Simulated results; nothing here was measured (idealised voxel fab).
process module | voxel capacitor over wiring
cross-section cut | 240 nm wide | cells 5 nm
A cross-section is a grid of square cells, given in bands from the top down. A band is one or more rows of cells.
Each band's line starts with the height of the band's top and of its bottom, in nm. Then come its materials from left to right, each with its width in nm. One material with "throughout" fills the band from edge to edge. "air" is empty space.
Height 0 is the level under which the wafer as received is all one material. The lowest band goes on downwards, as in "0 down".
A width such as "30 to 40" changes by the same amount from each row of cells to the next, from the band's top row to its bottom row.
"no change" after a step means that no cell of the cross-section changed.
closed voids: empty space of 8 cells or more with no open way to the top, each as width x height at its distance from the left edge, in nm
after a step's settings: what the simulator itself notes on the step
overlay nm, on a step with a mask: how far to the right of its planned place the mask lay; to the left if negative
plan
1 op RECEIVE | material Si
2 op CONFORMAL_DEP | material SiO2 | thk nm 10
3 op CONFORMAL_DEP | material SiCN | thk nm 5
4 op DIRECTIONAL_DEP | material lowk | thk nm 15
5 op MASKED_ETCH | tone open | mask id METAL_1 | width nm 20 | pitch nm 85 | etch materials lowk | depth nm 15 | overlay nm 0
6 op MASKED_ETCH | tone open | mask id METAL_1 | width nm 20 | pitch nm 85 | etch materials SiCN | depth nm 5 | overlay nm 0
7 op CONFORMAL_DEP | material TiN | thk nm 5
8 op FILL_DEP | material Cu | thk nm 10
9 op CMP | height nm 30
10 op EPI | material Ru | thk nm 5
11 op FILL_DEP | material SiCN | thk nm 5
12 op DIRECTIONAL_DEP | material SiO2 | thk nm 10
13 op MASKED_ETCH | tone open | mask id PLUG_1 | width nm 15 | etch materials SiO2 | depth nm 10 | overlay nm 0
14 op MASKED_ETCH | tone open | mask id PLUG_1 | width nm 15 | etch materials SiCN | depth nm 5 | overlay nm 0
15 op CONFORMAL_DEP | material TiN | thk nm 5
16 op FILL_DEP | material Ru | thk nm 10
17 op CMP | height nm 50
18 op DIRECTIONAL_DEP | material TiN | thk nm 5
19 op DIRECTIONAL_DEP | material Al2O3 | thk nm 5
20 op DIRECTIONAL_DEP | material TiN | thk nm 5
21 op PATTERN | tone cover | mask id UPPER_PLATE | material resist | width nm 70 | thk nm 20 | overlay nm 0
22 op DIRECTIONAL_ETCH | etch materials TiN | depth nm 5
23 op DIRECTIONAL_ETCH | etch materials Al2O3 | depth nm 5
24 op STRIP | etch materials resist
25 op MASKED_ETCH | tone cover | mask id LOWER_PLATE | width nm 80 | etch materials TiN | depth nm 5 | overlay nm 0
26 op FILL_DEP | material SiO2 | thk nm 20
27 op CMP | height nm 80
28 op PATTERN | tone open | mask id PLUG_2 | material resist | width nm 15 | thk nm 20 | overlay nm 0
29 op DIRECTIONAL_ETCH | etch materials SiO2 | depth nm 15
30 op STRIP | etch materials resist
31 op CONFORMAL_DEP | material TiN | thk nm 5
32 op FILL_DEP | material Ru | thk nm 5
33 op CMP | height nm 80
34 op CONFORMAL_DEP | material SiN | thk nm 5
first wafer, as planned
as received, after step 1
  0 down: Si throughout
  closed voids: none
after step 2
  10 to 0: SiO2 throughout
  below 0: unchanged
after step 3
  15 to 10: SiCN throughout
  below 10: unchanged
after step 4
  30 to 15: lowk throughout
  below 15: unchanged
after step 5
  30 to 15: lowk 65 | air 20 | lowk 65 | air 20 | lowk 70
  below 15: unchanged
after step 6
  30 to 15: lowk 65 | air 20 | lowk 65 | air 20 | lowk 70
  15 to 10: SiCN 65 | air 20 | SiCN 65 | air 20 | SiCN 70
  below 10: unchanged
after step 7
  35 to 30: TiN 70 | air 10 | TiN 75 | air 10 | TiN 75
  30 to 15: lowk 65 | TiN 5 | air 10 | TiN 5 | lowk 65 | TiN 5 | air 10 | TiN 5 | lowk 70
  15 to 10: SiCN 65 | TiN 20 | SiCN 65 | TiN 20 | SiCN 70
  below 10: unchanged
after step 8
  45 to 35: Cu throughout
  35 to 30: TiN 70 | Cu 10 | TiN 75 | Cu 10 | TiN 75
  30 to 15: lowk 65 | TiN 5 | Cu 10 | TiN 5 | lowk 65 | TiN 5 | Cu 10 | TiN 5 | lowk 70
  below 15: unchanged
after step 9
  30 to 15: lowk 65 | TiN 5 | Cu 10 | TiN 5 | lowk 65 | TiN 5 | Cu 10 | TiN 5 | lowk 70
  below 15: unchanged
after step 10
  35 to 30: air 60 | Ru 30 | air 55 | Ru 30 | air 65
  below 30: unchanged
after step 11
  40 to 35: SiCN throughout
  35 to 30: SiCN 60 | Ru 30 | SiCN 55 | Ru 30 | SiCN 65
  below 30: unchanged
after step 12
  50 to 40: SiO2 throughout
  below 40: unchanged
after step 13
  50 to 40: SiO2 70 | air 15 | SiO2 155
  below 40: unchanged
after step 14
  50 to 40: SiO2 70 | air 15 | SiO2 155
  40 to 35: SiCN 70 | air 15 | SiCN 155
  below 35: unchanged
after step 15
  55 to 50: TiN 75 | air 5 | TiN 160
  50 to 40: SiO2 70 | TiN 5 | air 5 | TiN 5 | SiO2 155
  40 to 35: SiCN 70 | TiN 15 | SiCN 155
  below 35: unchanged
after step 16
  65 to 55: Ru throughout
  55 to 50: TiN 75 | Ru 5 | TiN 160
  50 to 40: SiO2 70 | TiN 5 | Ru 5 | TiN 5 | SiO2 155
  below 40: unchanged
after step 17
  50 to 40: SiO2 70 | TiN 5 | Ru 5 | TiN 5 | SiO2 155
  below 40: unchanged
after step 18
  55 to 50: TiN throughout
  below 50: unchanged
after step 19
  60 to 55: Al2O3 throughout
  below 55: unchanged
after step 20
  65 to 60: TiN throughout
  below 60: unchanged
after step 21
  85 to 65: air 70 | resist 70 | air 100
  below 65: unchanged
after step 22
  85 to 65: air 70 | resist 70 | air 100
  65 to 60: air 70 | TiN 70 | air 100
  below 60: unchanged
after step 23
  85 to 65: air 70 | resist 70 | air 100
  65 to 60: air 70 | TiN 70 | air 100
  60 to 55: air 70 | Al2O3 70 | air 100
  below 55: unchanged
after step 24
  65 to 60: air 70 | TiN 70 | air 100
  below 60: unchanged
after step 25
  65 to 60: air 70 | TiN 70 | air 100
  60 to 55: air 70 | Al2O3 70 | air 100
  55 to 50: air 65 | TiN 80 | air 95
  below 50: unchanged
after step 26
  85 to 65: SiO2 throughout
  65 to 60: SiO2 70 | TiN 70 | SiO2 100
  60 to 55: SiO2 70 | Al2O3 70 | SiO2 100
  55 to 50: SiO2 65 | TiN 80 | SiO2 95
  below 50: unchanged
after step 27
  80 to 65: SiO2 throughout
  below 65: unchanged
after step 28
  100 to 80: resist 80 | air 15 | resist 145
  below 80: unchanged
after step 29
  100 to 80: resist 80 | air 15 | resist 145
  80 to 65: SiO2 80 | air 15 | SiO2 145
  below 65: unchanged
after step 30
  80 to 65: SiO2 80 | air 15 | SiO2 145
  below 65: unchanged
after step 31
  85 to 80: TiN 85 | air 5 | TiN 150
  80 to 70: SiO2 80 | TiN 5 | air 5 | TiN 5 | SiO2 145
  70 to 60: SiO2 80 to 70 | TiN 15 to 70 | SiO2 145 to 100
  below 60: unchanged
after step 32
  90 to 85: Ru throughout
  85 to 80: TiN 85 | Ru 5 | TiN 150
  80 to 70: SiO2 80 | TiN 5 | Ru 5 | TiN 5 | SiO2 145
  below 70: unchanged
after step 33
  80 to 70: SiO2 80 | TiN 5 | Ru 5 | TiN 5 | SiO2 145
  below 70: unchanged
after step 34
  85 to 80: SiN throughout
  below 80: unchanged
second wafer: like start, like plan, one mistake. Through step 1 it matches the first wafer
when step 2 should have ended
  10 to 0: SiN throughout
  below 0: unchanged
when step 3 should have ended
  15 to 10: SiCN throughout
  below 10: unchanged
when step 4 should have ended
  30 to 15: lowk throughout
  below 15: unchanged
when step 5 should have ended
  30 to 15: lowk 65 | air 20 | lowk 65 | air 20 | lowk 70
  below 15: unchanged
when step 6 should have ended
  30 to 15: lowk 65 | air 20 | lowk 65 | air 20 | lowk 70
  15 to 10: SiCN 65 | air 20 | SiCN 65 | air 20 | SiCN 70
  below 10: unchanged
when step 7 should have ended
  35 to 30: TiN 70 | air 10 | TiN 75 | air 10 | TiN 75
  30 to 15: lowk 65 | TiN 5 | air 10 | TiN 5 | lowk 65 | TiN 5 | air 10 | TiN 5 | lowk 70
  15 to 10: SiCN 65 | TiN 20 | SiCN 65 | TiN 20 | SiCN 70
  below 10: unchanged
when step 8 should have ended
  45 to 35: Cu throughout
  35 to 30: TiN 70 | Cu 10 | TiN 75 | Cu 10 | TiN 75
  30 to 15: lowk 65 | TiN 5 | Cu 10 | TiN 5 | lowk 65 | TiN 5 | Cu 10 | TiN 5 | lowk 70
  below 15: unchanged
when step 9 should have ended
  30 to 15: lowk 65 | TiN 5 | Cu 10 | TiN 5 | lowk 65 | TiN 5 | Cu 10 | TiN 5 | lowk 70
  below 15: unchanged
when step 10 should have ended
  35 to 30: air 60 | Ru 30 | air 55 | Ru 30 | air 65
  below 30: unchanged
when step 11 should have ended
  40 to 35: SiCN throughout
  35 to 30: SiCN 60 | Ru 30 | SiCN 55 | Ru 30 | SiCN 65
  below 30: unchanged
when step 12 should have ended
  50 to 40: SiO2 throughout
  below 40: unchanged
when step 13 should have ended
  50 to 40: SiO2 70 | air 15 | SiO2 155
  below 40: unchanged
when step 14 should have ended
  50 to 40: SiO2 70 | air 15 | SiO2 155
  40 to 35: SiCN 70 | air 15 | SiCN 155
  below 35: unchanged
when step 15 should have ended
  55 to 50: TiN 75 | air 5 | TiN 160
  50 to 40: SiO2 70 | TiN 5 | air 5 | TiN 5 | SiO2 155
  40 to 35: SiCN 70 | TiN 15 | SiCN 155
  below 35: unchanged
when step 16 should have ended
  65 to 55: Ru throughout
  55 to 50: TiN 75 | Ru 5 | TiN 160
  50 to 40: SiO2 70 | TiN 5 | Ru 5 | TiN 5 | SiO2 155
  below 40: unchanged
when step 17 should have ended
  50 to 40: SiO2 70 | TiN 5 | Ru 5 | TiN 5 | SiO2 155
  below 40: unchanged
when step 18 should have ended
  55 to 50: TiN throughout
  below 50: unchanged
when step 19 should have ended
  60 to 55: Al2O3 throughout
  below 55: unchanged
when step 20 should have ended
  65 to 60: TiN throughout
  below 60: unchanged
when step 21 should have ended
  85 to 65: air 70 | resist 70 | air 100
  below 65: unchanged
when step 22 should have ended
  85 to 65: air 70 | resist 70 | air 100
  65 to 60: air 70 | TiN 70 | air 100
  below 60: unchanged
when step 23 should have ended
  85 to 65: air 70 | resist 70 | air 100
  65 to 60: air 70 | TiN 70 | air 100
  60 to 55: air 70 | Al2O3 70 | air 100
  below 55: unchanged
when step 24 should have ended
  65 to 60: air 70 | TiN 70 | air 100
  below 60: unchanged
when step 25 should have ended
  65 to 60: air 70 | TiN 70 | air 100
  60 to 55: air 70 | Al2O3 70 | air 100
  55 to 50: air 65 | TiN 80 | air 95
  below 50: unchanged
when step 26 should have ended
  85 to 65: SiO2 throughout
  65 to 60: SiO2 70 | TiN 70 | SiO2 100
  60 to 55: SiO2 70 | Al2O3 70 | SiO2 100
  55 to 50: SiO2 65 | TiN 80 | SiO2 95
  below 50: unchanged
when step 27 should have ended
  80 to 65: SiO2 throughout
  below 65: unchanged
when step 28 should have ended
  100 to 80: resist 80 | air 15 | resist 145
  below 80: unchanged
when step 29 should have ended
  100 to 80: resist 80 | air 15 | resist 145
  80 to 65: SiO2 80 | air 15 | SiO2 145
  below 65: unchanged
when step 30 should have ended
  80 to 65: SiO2 80 | air 15 | SiO2 145
  below 65: unchanged
when step 31 should have ended
  85 to 80: TiN 85 | air 5 | TiN 150
  80 to 70: SiO2 80 | TiN 5 | air 5 | TiN 5 | SiO2 145
  70 to 60: SiO2 80 to 70 | TiN 15 to 70 | SiO2 145 to 100
  below 60: unchanged
when step 32 should have ended
  90 to 85: Ru throughout
  85 to 80: TiN 85 | Ru 5 | TiN 150
  80 to 70: SiO2 80 | TiN 5 | Ru 5 | TiN 5 | SiO2 145
  below 70: unchanged
when step 33 should have ended
  80 to 70: SiO2 80 | TiN 5 | Ru 5 | TiN 5 | SiO2 145
  below 70: unchanged
when step 34 should have ended
  85 to 80: SiN throughout
  below 80: unchanged
what went wrong: step 2 ran as: op CONFORMAL_DEP | material SiN | thk nm 10
at the end the second wafer has, in cells: 96 more of SiN | 96 fewer of SiO2
